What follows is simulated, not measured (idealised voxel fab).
The process module presented herein is designated voxel ribs on slabs.
Section cut is 285 nm wide and gridded with 5 nm square cells.
Cross-sections here: square-cell grids, written as top-down lists of bands, a band being one or more rows of cells. What a band's entry tells you: where the top is and where the bottom is, as heights in nm, and after that what lies inside, material by material from left to right, each with its width in nm. Empty space is written as the word "air", and a single material marked with the word "all across" occupies the band from edge to edge. Zero point of the height axis is 0; under it, received wafer = one material. Lowest band: continues down indefinitely, "from 0 down". Note: "30 to 40" means the width goes from the first number (top row of the band) to the second number (bottom row) in equal steps per row of cells. A step reported as "no modification" is a step in which no cell of the cross-section changed. Enclosed voids (no open way to top), threshold 8 cells or more, entry "Sealed void list", notation width x height at distance, distance from left edge, nm. On a step's line, text after the settings is the simulator commenting on that step. "overlay nm", when on a step's line for a step with a mask, measures how far to the right of its planned place the mask lay; a negative measure means to the left.
**Steps planned for the process**
- 1: RECEIVE [material Si]
- 2: DIRECTIONAL_DEP [material SiO2] [thk nm 20]
- 3: DIRECTIONAL_DEP [material polySi] [thk nm 15]
- 4: MASKED_ETCH [tone cover] [mask id RIB] [width nm 20] [etch materials polySi] [depth nm 5] [overlay nm 0]
- 5: DIRECTIONAL_DEP [material aC] [thk nm 10]
- 6: PATTERN [tone cover] [mask id SLAB] [material resist] [width nm 50] [thk nm 25] [overlay nm 0]
- 7: DIRECTIONAL_ETCH [etch materials aC] [depth nm 10]
- 8: STRIP [etch materials resist]
- 9: DIRECTIONAL_ETCH [etch materials polySi] [depth nm 10]
- 10: STRIP [etch materials aC]
- 11: FILL_DEP [material SiO2] [thk nm 20]
- 12: CMP [height nm 45]
- 13: DIRECTIONAL_DEP [material TiN] [thk nm 5]
- 14: PATTERN [tone cover] [mask id HEATER] [material resist] [width nm 30] [thk nm 20] [overlay nm 0]
- 15: DIRECTIONAL_ETCH [etch materials TiN] [depth nm 5]
- 16: STRIP [etch materials resist]
- 17: CONFORMAL_DEP [material SiO2] [thk nm 10]
**as received, after step 1**
- from 0 down = Si all across
- Sealed void list: none
**One mistake in running the module, otherwise start and plan as above: cross-section at the end**
- from 60 to 55 = 115 nm air | 50 nm SiO2 | 120 nm air
- from 55 to 50 = SiO2 all across
- from 50 to 45 = 125 nm SiO2 | 30 nm TiN | 130 nm SiO2
- from 45 to 15 = SiO2 all across
- from 15 to 0 = polySi all across
- from 0 down = Si all across
- Sealed void list: none
Heads up, the wafer didn't run the way we planned it: contrary to the plan, steps 2 and 3 were processed in exchanged order
